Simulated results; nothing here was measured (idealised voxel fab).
The following process module bears the name voxel transistor to metal.
Section shown: cut. Width: 215 nm. Cell size: 5 nm, square.
Square cells in a grid make up a cross-section in this document, and the grid is given as bands, listed from the top down, each one or more rows of cells.
Heights first: top, then bottom, in nm. Then materials, left to right, each with a width in nm. "full width" on a single material: fills the band edge to edge. "blank": empty space.
A quick word on heights: they are counted from 0, and under that level the wafer as it came to us is one material throughout. The lowest band is different from the rest in having no bottom; it simply continues downward, written as in "from 0 down".
You'd read "30->40" like this: the band's top row of cells is as wide as the first number, its bottom row is as wide as the second, and going down, every row changes width by the same amount as the row before did.
"nothing changed", as given for a step, is the statement that not any cell of the cross-section underwent a change during that step.
Closed-off voids: empty space of 8 cells or more with no open way to the top, each as width x height at its distance from the left edge, in nm
Where a step's line continues beyond its settings, the continuation is a remark by the simulator itself on that step.
"overlay nm" on a masked step: distance the mask lay right of its planned place, negative for left.

Planned process steps:
1. RECEIVE, material Si
2. OXIDIZE, depth nm 5
3. CONFORMAL_DEP, material SiN, thk nm 15
4. MASKED_ETCH, tone cover, mask id ACTIVE, width nm 135, etch materials SiN, depth nm 15, overlay nm 0
5. MASKED_ETCH, tone cover, mask id ACTIVE, width nm 135, etch materials SiO2, depth nm 5, overlay nm 0
6. MASKED_ETCH, tone cover, mask id ACTIVE, width nm 135, etch materials Si, depth nm 35, overlay nm 0
7. OXIDIZE, depth nm 5
8. FILL_DEP, material SiO2, thk nm 5
9. CMP, height nm 15
10. SELECTIVE_ETCH, etch materials SiO2, depth nm 10
11. STRIP, etch materials SiN
12. SELECTIVE_ETCH, etch materials SiO2, depth nm 5
13. OXIDIZE, depth nm 5
14. DIRECTIONAL_DEP, material polySi, thk nm 25
15. DIRECTIONAL_DEP, material SiCN, thk nm 10
16. PATTERN, tone cover, mask id GATE, material resist, width nm 35, thk nm 15, overlay nm 0
17. DIRECTIONAL_ETCH, etch materials SiCN, depth nm 20
18. DIRECTIONAL_ETCH, etch materials polySi, depth nm 35
19. STRIP, etch materials resist
20. CONFORMAL_DEP, material SiO2, thk nm 5
21. DIRECTIONAL_ETCH, etch materials SiO2, depth nm 5
22. CONFORMAL_DEP, material SiN, thk nm 5
23. DIRECTIONAL_ETCH, etch materials SiN, depth nm 5
24. DIRECTIONAL_ETCH, etch materials SiO2, depth nm 5
25. DIRECTIONAL_ETCH, etch materials Si, depth nm 5
26. EPI, material pSi, thk nm 5
27. FILL_DEP, material SiO2, thk nm 10
28. CMP, height nm 20
29. STRIP, etch materials polySi
30. SELECTIVE_ETCH, etch materials SiO2, depth nm 5
31. CONFORMAL_DEP, material HfO2, thk nm 5
32. CONFORMAL_DEP, material TiN, thk nm 5
33. FILL_DEP, material W, thk nm 5
34. CMP, height nm 15
35. DIRECTIONAL_DEP, material SiO2, thk nm 15
36. MASKED_ETCH, tone open, mask id CONTACT, width nm 20, pitch nm 95, etch materials SiO2, depth nm 40, overlay nm 0
37. CONFORMAL_DEP, material TiN, thk nm 5
38. FILL_DEP, material Ru, thk nm 10
39. CMP, height nm 30
40. DIRECTIONAL_DEP, material TiN, thk nm 5
41. DIRECTIONAL_DEP, material W, thk nm 20
42. PATTERN, tone cover, mask id METAL_1, material resist, width nm 20, pitch nm 95, thk nm 15, overlay nm 0
43. DIRECTIONAL_ETCH, etch materials W, depth nm 20
44. DIRECTIONAL_ETCH, etch materials TiN, depth nm 5
45. STRIP, etch materials resist
46. CONFORMAL_DEP, material SiCN, thk nm 5
47. FILL_DEP, material lowk, thk nm 5
48. CMP, height nm 55
49. CONFORMAL_DEP, material SiCN, thk nm 5
50. DIRECTIONAL_DEP, material lowk, thk nm 25
51. PATTERN, tone open, mask id METAL_2_HOLES, material resist, width nm 15, pitch nm 95, thk nm 20, overlay nm 0
52. DIRECTIONAL_ETCH, etch materials lowk, depth nm 25
53. STRIP, etch materials resist
54. DIRECTIONAL_DEP, material aC, thk nm 10
55. PATTERN, tone open, mask id METAL_2, material resist, width nm 20, pitch nm 95, thk nm 25, overlay nm 0
56. DIRECTIONAL_ETCH, etch materials aC, depth nm 10
57. STRIP, etch materials resist
58. DIRECTIONAL_ETCH, etch materials lowk, depth nm 15
59. DIRECTIONAL_ETCH, etch materials SiCN, depth nm 5
60. STRIP, etch materials aC
61. CONFORMAL_DEP, material TiN, thk nm 5
62. FILL_DEP, material Ru, thk nm 5
63. CMP, height nm 85
64. CONFORMAL_DEP, material SiCN, thk nm 5

Incoming wafer in cross-section (state: after step 1):
  from 0 down  Si full width
  Closed-off voids: none

Cross-section taken at module completion on the first of two wafers; processed per the plan:
  from 90 to 85  SiCN full width
  from 85 to 75  50 of lowk; 5 of TiN; 10 of Ru; 5 of TiN; 75 of lowk; 5 of TiN; 10 of Ru; 5 of TiN; 50 of lowk
  from 75 to 70  50 of lowk; 5 of TiN; 5 of Ru; 10 of TiN; 75 of lowk; 5 of TiN; 5 of Ru; 10 of TiN; 50 of lowk
  from 70 to 60  50 of lowk; 5 of TiN; 5 of Ru; 5 of TiN; 80 of lowk; 5 of TiN; 5 of Ru; 5 of TiN; 55 of lowk
  from 60 to 55  50 of SiCN; 15 of TiN; 80 of SiCN; 15 of TiN; 55 of SiCN
  from 55 to 35  45 of lowk; 5 of SiCN; 20 of W; 5 of SiCN; 65 of lowk; 5 of SiCN; 20 of W; 5 of SiCN; 45 of lowk
  from 35 to 30  50 of SiCN; 20 of TiN; 75 of SiCN; 20 of TiN; 50 of SiCN
  from 30 to 15  50 of SiO2; 5 of TiN; 10 of Ru; 5 of TiN; 75 of SiO2; 5 of TiN; 10 of Ru; 5 of TiN; 50 of SiO2
  from 15 to 0  50 of SiO2; 5 of TiN; 10 of Ru; 5 of TiN; 10 of SiO2; 5 of SiN; 5 of HfO2; 5 of TiN; 25 of W; 5 of TiN; 5 of HfO2; 5 of SiN; 10 of SiO2; 5 of TiN; 10 of Ru; 5 of TiN; 50 of SiO2
  from 0 to -5  40 of SiO2; 5 of SiN; 5 of SiO2; 5 of TiN; 10 of Ru; 5 of TiN; 10 of SiO2; 5 of SiN; 5 of HfO2; 35 of TiN; 5 of HfO2; 5 of SiN; 10 of SiO2; 5 of TiN; 10 of Ru; 5 of TiN; 5 of SiO2; 5 of SiN; 40 of SiO2
  from -5 to -10  50 of SiO2; 20 of TiN; 5 of SiO2; 5 of pSi; 5 of SiO2; 45 of HfO2; 5 of SiO2; 5 of pSi; 5 of SiO2; 20 of TiN; 50 of SiO2
  from -10 to -15  45 of SiO2; 35 of pSi; 55 of Si; 35 of pSi; 45 of SiO2
  from -15 to -45  45 of SiO2; 125 of Si; 45 of SiO2
  from -45 down  Si full width
  Closed-off voids: none

Cross-sectional view: second of two wafers, end of module; start and plan identical to the first, one mistake in running:
  from 90 to 85  SiCN full width
  from 85 to 75  50 of lowk; 5 of TiN; 10 of Ru; 5 of TiN; 75 of lowk; 5 of TiN; 10 of Ru; 5 of TiN; 50 of lowk
  from 75 to 70  50 of lowk; 5 of TiN; 5 of Ru; 10 of TiN; 75 of lowk; 5 of TiN; 5 of Ru; 10 of TiN; 50 of lowk
  from 70 to 60  50 of lowk; 5 of TiN; 5 of Ru; 5 of TiN; 80 of lowk; 5 of TiN; 5 of Ru; 5 of TiN; 55 of lowk
  from 60 to 55  50 of SiCN; 15 of TiN; 80 of SiCN; 15 of TiN; 55 of SiCN
  from 55 to 35  45 of lowk; 5 of SiCN; 20 of W; 5 of SiCN; 65 of lowk; 5 of SiCN; 20 of W; 5 of SiCN; 45 of lowk
  from 35 to 30  50 of SiCN; 20 of TiN; 75 of SiCN; 20 of TiN; 50 of SiCN
  from 30 to 15  50 of SiO2; 5 of TiN; 10 of Ru; 5 of TiN; 75 of SiO2; 5 of TiN; 10 of Ru; 5 of TiN; 50 of SiO2
  from 15 to 0  50 of SiO2; 5 of TiN; 10 of Ru; 5 of TiN; 10 of SiO2; 5 of SiN; 5 of TiN; 35 of W; 5 of TiN; 5 of SiN; 10 of SiO2; 5 of TiN; 10 of Ru; 5 of TiN; 50 of SiO2
  from 0 to -5  40 of SiO2; 5 of SiN; 5 of SiO2; 5 of TiN; 10 of Ru; 5 of TiN; 10 of SiO2; 5 of SiN; 5 of TiN; 35 of W; 5 of TiN; 5 of SiN; 10 of SiO2; 5 of TiN; 10 of Ru; 5 of TiN; 5 of SiO2; 5 of SiN; 40 of SiO2
  from -5 to -10  50 of SiO2; 20 of TiN; 5 of SiO2; 5 of pSi; 5 of SiO2; 45 of TiN; 5 of SiO2; 5 of pSi; 5 of SiO2; 20 of TiN; 50 of SiO2
  from -10 to -15  45 of SiO2; 35 of pSi; 55 of Si; 35 of pSi; 45 of SiO2
  from -15 to -45  45 of SiO2; 125 of Si; 45 of SiO2
  from -45 down  Si full width
  Closed-off voids: none
What broke from the plan during processing? step 31 of the plan was bypassed and not carried out
Final cells, second wafer relative to first, materials higher or lower: 17 fewer of HfO2; 4 more of TiN; 13 more of W
